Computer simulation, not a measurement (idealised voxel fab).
You're looking at the process module voxel gate over fins.
This is section cut - it's 225 nm across, gridded in 5 nm square cells.
If you're reading a cross-section in this doc, picture square cells in a grid; it comes to you as bands, top ones listed first down to the bottom, and a band can be one or more rows of cells. First you get the band's top height and its bottom height, in nm, and then the materials it's made of, left to right, with each width in nm. If you see a single material with "throughout", that one covers the band edge to edge. "air" is empty space. Below 0: as-received wafer, all one material; heights counted from there. Lowest band: no bottom, goes on down, written "from 0 down". A two-number width, for instance "30->40", indicates that the width is equal to the first number in the top row of the band and to the second number in the bottom row, and that it changes by a constant amount per row of cells. Step marked "remained unchanged"? Then no cell in the cross-section changed in it. Voids not open to the top, 8 cells minimum: see "Enclosed cavity list". Written width x height at distance; distance is from the left edge; nm. Note: text after step settings on the step line = simulator remark on that step. The "overlay nm" setting may appear on a step's line; for a step that uses a mask, it gives how far to the right of its planned position the mask lay, and a negative value indicates the left.

-- Below is the list of planned process steps
1. RECEIVE with material Si
2. CONFORMAL_DEP with material SiN, thk nm 5
3. PATTERN with tone cover, mask id FINS, material resist, width nm 15, pitch nm 35, thk nm 15, overlay nm 0
4. DIRECTIONAL_ETCH with etch materials SiN, depth nm 5
5. DIRECTIONAL_ETCH with etch materials Si, depth nm 40
6. STRIP with etch materials resist
7. OXIDIZE with depth nm 5
8. FILL_DEP with material SiO2, thk nm 15
9. CMP with height nm 5
10. SELECTIVE_ETCH with etch materials SiO2, depth nm 20
11. STRIP with etch materials SiN
12. CONFORMAL_DEP with material HfO2, thk nm 5
13. CONFORMAL_DEP with material TiN, thk nm 5
14. FILL_DEP with material W, thk nm 15
15. CMP with height nm 20
16. CONFORMAL_DEP with material SiCN, thk nm 5

-- First of two wafers, with the run carried out as planned

-- Cross-section of the wafer at receipt, which is the condition after step 1
> from 0 down  Si throughout
> Enclosed cavity list: none

-- Wafer after step 2 (cross-section)
> from 5 to 0  SiN throughout
> All layers under 0 are left as they were.

-- Wafer after step 3 (cross-section)
> from 20 to 5  70 of air, then 15 of resist, then 20 of air, then 15 of resist, then 20 of air, then 15 of resist, then 70 of air
> All layers under 5 are left as they were.

-- Wafer after step 4 (cross-section)
> from 20 to 5  70 of air, then 15 of resist, then 20 of air, then 15 of resist, then 20 of air, then 15 of resist, then 70 of air
> from 5 to 0  70 of air, then 15 of SiN, then 20 of air, then 15 of SiN, then 20 of air, then 15 of SiN, then 70 of air
> All layers under 0 are left as they were.

-- Wafer after step 5 (cross-section)
> from 20 to 5  70 of air, then 15 of resist, then 20 of air, then 15 of resist, then 20 of air, then 15 of resist, then 70 of air
> from 5 to 0  70 of air, then 15 of SiN, then 20 of air, then 15 of SiN, then 20 of air, then 15 of SiN, then 70 of air
> from 0 to -40  70 of air, then 15 of Si, then 20 of air, then 15 of Si, then 20 of air, then 15 of Si, then 70 of air
> All layers under -40 are left as they were.

-- Wafer after step 6 (cross-section)
> from 5 to 0  70 of air, then 15 of SiN, then 20 of air, then 15 of SiN, then 20 of air, then 15 of SiN, then 70 of air
> All layers under 0 are left as they were.

-- Wafer after step 7 (cross-section)
> from 5 to 0  70 of air, then 15 of SiN, then 20 of air, then 15 of SiN, then 20 of air, then 15 of SiN, then 70 of air
> from 0 to -40  70 of air, then 5 of SiO2, then 5 of Si, then 5 of SiO2, then 20 of air, then 5 of SiO2, then 5 of Si, then 5 of SiO2, then 20 of air, then 5 of SiO2, then 5 of Si, then 5 of SiO2, then 70 of air
> from -40 to -45  75 of SiO2, then 5 of Si, then 30 of SiO2, then 5 of Si, then 30 of SiO2, then 5 of Si, then 75 of SiO2
> All layers under -45 are left as they were.

-- Wafer after step 8 (cross-section)
> from 20 to 5  SiO2 throughout
> from 5 to 0  70 of SiO2, then 15 of SiN, then 20 of SiO2, then 15 of SiN, then 20 of SiO2, then 15 of SiN, then 70 of SiO2
> from 0 to -45  75 of SiO2, then 5 of Si, then 30 of SiO2, then 5 of Si, then 30 of SiO2, then 5 of Si, then 75 of SiO2
> All layers under -45 are left as they were.

-- Wafer after step 9 (cross-section)
> from 5 to 0  70 of SiO2, then 15 of SiN, then 20 of SiO2, then 15 of SiN, then 20 of SiO2, then 15 of SiN, then 70 of SiO2
> All layers under 0 are left as they were.

-- Wafer after step 10 (cross-section)
> from 5 to 0  70 of air, then 15 of SiN, then 20 of air, then 15 of SiN, then 20 of air, then 15 of SiN, then 70 of air
> from 0 to -15  75 of air, then 5 of Si, then 30 of air, then 5 of Si, then 30 of air, then 5 of Si, then 75 of air
> All layers under -15 are left as they were.

-- Wafer after step 11 (cross-section)
> from 0 to -15  75 of air, then 5 of Si, then 30 of air, then 5 of Si, then 30 of air, then 5 of Si, then 75 of air
> All layers under -15 are left as they were.

-- Wafer after step 12 (cross-section)
> from 5 to 0  70 of air, then 15 of HfO2, then 20 of air, then 15 of HfO2, then 20 of air, then 15 of HfO2, then 70 of air
> from 0 to -10  70 of air, then 5 of HfO2, then 5 of Si, then 5 of HfO2, then 20 of air, then 5 of HfO2, then 5 of Si, then 5 of HfO2, then 20 of air, then 5 of HfO2, then 5 of Si, then 5 of HfO2, then 70 of air
> from -10 to -15  75 of HfO2, then 5 of Si, then 30 of HfO2, then 5 of Si, then 30 of HfO2, then 5 of Si, then 75 of HfO2
> All layers under -15 are left as they were.

-- Wafer after step 13 (cross-section)
> from 10 to 5  65 of air, then 25 of TiN, then 10 of air, then 25 of TiN, then 10 of air, then 25 of TiN, then 65 of air
> from 5 to 0  65 of air, then 5 of TiN, then 15 of HfO2, then 5 of TiN, then 10 of air, then 5 of TiN, then 15 of HfO2, then 5 of TiN, then 10 of air, then 5 of TiN, then 15 of HfO2, then 5 of TiN, then 65 of air
> from 0 to -5  65 of air, then 5 of TiN, then 5 of HfO2, then 5 of Si, then 5 of HfO2, then 5 of TiN, then 10 of air, then 5 of TiN, then 5 of HfO2, then 5 of Si, then 5 of HfO2, then 5 of TiN, then 10 of air, then 5 of TiN, then 5 of HfO2, then 5 of Si, then 5 of HfO2, then 5 of TiN, then 65 of air
> from -5 to -10  70 of TiN, then 5 of HfO2, then 5 of Si, then 5 of HfO2, then 20 of TiN, then 5 of HfO2, then 5 of Si, then 5 of HfO2, then 20 of TiN, then 5 of HfO2, then 5 of Si, then 5 of HfO2, then 70 of TiN
> All layers under -10 are left as they were.

-- Wafer after step 14 (cross-section)
> from 25 to 10  W throughout
> from 10 to 5  65 of W, then 25 of TiN, then 10 of W, then 25 of TiN, then 10 of W, then 25 of TiN, then 65 of W
> from 5 to 0  65 of W, then 5 of TiN, then 15 of HfO2, then 5 of TiN, then 10 of W, then 5 of TiN, then 15 of HfO2, then 5 of TiN, then 10 of W, then 5 of TiN, then 15 of HfO2, then 5 of TiN, then 65 of W
> from 0 to -5  65 of W, then 5 of TiN, then 5 of HfO2, then 5 of Si, then 5 of HfO2, then 5 of TiN, then 10 of W, then 5 of TiN, then 5 of HfO2, then 5 of Si, then 5 of HfO2, then 5 of TiN, then 10 of W, then 5 of TiN, then 5 of HfO2, then 5 of Si, then 5 of HfO2, then 5 of TiN, then 65 of W
> All layers under -5 are left as they were.

-- Wafer after step 15 (cross-section)
> from 20 to 10  W throughout
> All layers under 10 are left as they were.

-- Wafer after step 16 (cross-section)
> from 25 to 20  SiCN throughout
> All layers under 20 are left as they were.

-- Wafer two: like wafer one in start and plan, but with one mistake in execution; identical up to and including step 4

-- Second wafer at the planned finish of step 5, seen in cross-section
> from 20 to 5  70 of air, then 15 of resist, then 20 of air, then 15 of resist, then 20 of air, then 15 of resist, then 70 of air
> from 5 to 0  70 of air, then 15 of SiN, then 20 of air, then 15 of SiN, then 20 of air, then 15 of SiN, then 70 of air
> from 0 to -50  70 of air, then 15 of Si, then 20 of air, then 15 of Si, then 20 of air, then 15 of Si, then 70 of air
> All layers under -50 are left as they were.

-- Second wafer at the planned finish of step 6, seen in cross-section
> from 5 to 0  70 of air, then 15 of SiN, then 20 of air, then 15 of SiN, then 20 of air, then 15 of SiN, then 70 of air
> All layers under 0 are left as they were.

-- Second wafer at the planned finish of step 7, seen in cross-section
> from 5 to 0  70 of air, then 15 of SiN, then 20 of air, then 15 of SiN, then 20 of air, then 15 of SiN, then 70 of air
> from 0 to -50  70 of air, then 5 of SiO2, then 5 of Si, then 5 of SiO2, then 20 of air, then 5 of SiO2, then 5 of Si, then 5 of SiO2, then 20 of air, then 5 of SiO2, then 5 of Si, then 5 of SiO2, then 70 of air
> from -50 to -55  75 of SiO2, then 5 of Si, then 30 of SiO2, then 5 of Si, then 30 of SiO2, then 5 of Si, then 75 of SiO2
> All layers under -55 are left as they were.

-- Second wafer at the planned finish of step 8, seen in cross-section
> from 20 to 5  SiO2 throughout
> from 5 to 0  70 of SiO2, then 15 of SiN, then 20 of SiO2, then 15 of SiN, then 20 of SiO2, then 15 of SiN, then 70 of SiO2
> from 0 to -55  75 of SiO2, then 5 of Si, then 30 of SiO2, then 5 of Si, then 30 of SiO2, then 5 of Si, then 75 of SiO2
> All layers under -55 are left as they were.

-- Second wafer at the planned finish of step 9, seen in cross-section
> from 5 to 0  70 of SiO2, then 15 of SiN, then 20 of SiO2, then 15 of SiN, then 20 of SiO2, then 15 of SiN, then 70 of SiO2
> All layers under 0 are left as they were.

-- Second wafer at the planned finish of step 10, seen in cross-section
> from 5 to 0  70 of air, then 15 of SiN, then 20 of air, then 15 of SiN, then 20 of air, then 15 of SiN, then 70 of air
> from 0 to -15  75 of air, then 5 of Si, then 30 of air, then 5 of Si, then 30 of air, then 5 of Si, then 75 of air
> All layers under -15 are left as they were.

-- Second wafer at the planned finish of step 11, seen in cross-section
> from 0 to -15  75 of air, then 5 of Si, then 30 of air, then 5 of Si, then 30 of air, then 5 of Si, then 75 of air
> All layers under -15 are left as they were.

-- Second wafer at the planned finish of step 12, seen in cross-section
> from 5 to 0  70 of air, then 15 of HfO2, then 20 of air, then 15 of HfO2, then 20 of air, then 15 of HfO2, then 70 of air
> from 0 to -10  70 of air, then 5 of HfO2, then 5 of Si, then 5 of HfO2, then 20 of air, then 5 of HfO2, then 5 of Si, then 5 of HfO2, then 20 of air, then 5 of HfO2, then 5 of Si, then 5 of HfO2, then 70 of air
> from -10 to -15  75 of HfO2, then 5 of Si, then 30 of HfO2, then 5 of Si, then 30 of HfO2, then 5 of Si, then 75 of HfO2
> All layers under -15 are left as they were.

-- Second wafer at the planned finish of step 13, seen in cross-section
> from 10 to 5  65 of air, then 25 of TiN, then 10 of air, then 25 of TiN, then 10 of air, then 25 of TiN, then 65 of air
> from 5 to 0  65 of air, then 5 of TiN, then 15 of HfO2, then 5 of TiN, then 10 of air, then 5 of TiN, then 15 of HfO2, then 5 of TiN, then 10 of air, then 5 of TiN, then 15 of HfO2, then 5 of TiN, then 65 of air
> from 0 to -5  65 of air, then 5 of TiN, then 5 of HfO2, then 5 of Si, then 5 of HfO2, then 5 of TiN, then 10 of air, then 5 of TiN, then 5 of HfO2, then 5 of Si, then 5 of HfO2, then 5 of TiN, then 10 of air, then 5 of TiN, then 5 of HfO2, then 5 of Si, then 5 of HfO2, then 5 of TiN, then 65 of air
> from -5 to -10  70 of TiN, then 5 of HfO2, then 5 of Si, then 5 of HfO2, then 20 of TiN, then 5 of HfO2, then 5 of Si, then 5 of HfO2, then 20 of TiN, then 5 of HfO2, then 5 of Si, then 5 of HfO2, then 70 of TiN
> All layers under -10 are left as they were.

-- Second wafer at the planned finish of step 14, seen in cross-section
> from 25 to 10  W throughout
> from 10 to 5  65 of W, then 25 of TiN, then 10 of W, then 25 of TiN, then 10 of W, then 25 of TiN, then 65 of W
> from 5 to 0  65 of W, then 5 of TiN, then 15 of HfO2, then 5 of TiN, then 10 of W, then 5 of TiN, then 15 of HfO2, then 5 of TiN, then 10 of W, then 5 of TiN, then 15 of HfO2, then 5 of TiN, then 65 of W
> from 0 to -5  65 of W, then 5 of TiN, then 5 of HfO2, then 5 of Si, then 5 of HfO2, then 5 of TiN, then 10 of W, then 5 of TiN, then 5 of HfO2, then 5 of Si, then 5 of HfO2, then 5 of TiN, then 10 of W, then 5 of TiN, then 5 of HfO2, then 5 of Si, then 5 of HfO2, then 5 of TiN, then 65 of W
> All layers under -5 are left as they were.

-- Second wafer at the planned finish of step 15, seen in cross-section
> from 20 to 10  W throughout
> All layers under 10 are left as they were.

-- Second wafer at the planned finish of step 16, seen in cross-section
> from 25 to 20  SiCN throughout
> All layers under 20 are left as they were.
Processing error: step 5 deviated from plan and actually ran as DIRECTIONAL_ETCH with etch materials Si, depth nm 50
End of process, cell counts, second wafer against first, materials with more or fewer: Si -84, SiO2 +84
